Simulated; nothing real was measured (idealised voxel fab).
process module | voxel fin reveal
cross-section cut | 275 nm wide | cells 5 nm
A cross-section is a grid of square cells, given in bands from the top down. A band is one or more rows of cells.
Each band's line starts with the height of the band's top and of its bottom, in nm. Then come its materials from left to right, each with its width in nm. One material with "throughout" fills the band from edge to edge. "air" is empty space.
Height 0 is the level under which the wafer as received is all one material. The lowest band goes on downwards, as in "0 down".
A width such as "30 to 40" changes by the same amount from each row of cells to the next, from the band's top row to its bottom row.
"no change" after a step means that no cell of the cross-section changed.
closed voids: empty space of 8 cells or more with no open way to the top, each as width x height at its distance from the left edge, in nm
after a step's settings: what the simulator itself notes on the step
overlay nm, on a step with a mask: how far to the right of its planned place the mask lay; to the left if negative
plan
1 op RECEIVE | material Si
2 op CONFORMAL_DEP | material SiN | thk nm 5
3 op MASKED_ETCH | tone cover | mask id FINS | width nm 15 | pitch nm 35 | etch materials SiN | depth nm 5 | overlay nm 0
4 op MASKED_ETCH | tone cover | mask id FINS | width nm 15 | pitch nm 35 | etch materials Si | depth nm 40 | overlay nm -15
5 op OXIDIZE | depth nm 5
6 op FILL_DEP | material SiO2 | thk nm 15
7 op CMP | height nm 5
8 op SELECTIVE_ETCH | etch materials SiO2 | depth nm 20
9 op STRIP | etch materials SiN
varied across the wafers: overlay nm of step 4. The plan shows the first wafer's value. All wafers start alike
first wafer as received, after step 1
  0 down: Si throughout
  closed voids: none
first wafer at the end, after step 9
  0 to -5: air 80 | Si 5 | air 30 | Si 5 | air 30 | Si 5 | air 30 | Si 5 | air 85
  -5 to -15: air 65 | Si 20 | air 15 | Si 20 | air 15 | Si 20 | air 15 | Si 20 | air 85
  -15 to -45: SiO2 65 | Si 20 | SiO2 15 | Si 20 | SiO2 15 | Si 20 | SiO2 15 | Si 20 | SiO2 85
  -45 down: Si throughout
  closed voids: none
last wafer at the end
  0 to -5: air 80 | Si 5 | air 30 | Si 5 | air 30 | Si 5 | air 30 | Si 5 | air 85
  -5 to -15: air 80 | Si 20 | air 15 | Si 20 | air 15 | Si 20 | air 15 | Si 20 | air 70
  -15 to -45: SiO2 80 | Si 20 | SiO2 15 | Si 20 | SiO2 15 | Si 20 | SiO2 15 | Si 20 | SiO2 70
  -45 down: Si throughout
  closed voids: none
each wafer at the end: cells of each material gained (+) or lost (-) since it was received, then its closed voids
overlay nm -15 | -363 Si | +234 SiO2 | closed voids: none
overlay nm -10 | -395 Si | +258 SiO2 | closed voids: none
overlay nm -5 | -427 Si | +282 SiO2 | closed voids: none
overlay nm 0 | -459 Si | +306 SiO2 | closed voids: none
overlay nm 5 | -427 Si | +282 SiO2 | closed voids: none
overlay nm 10 | -395 Si | +258 SiO2 | closed voids: none
overlay nm 15 | -363 Si | +234 SiO2 | closed voids: none
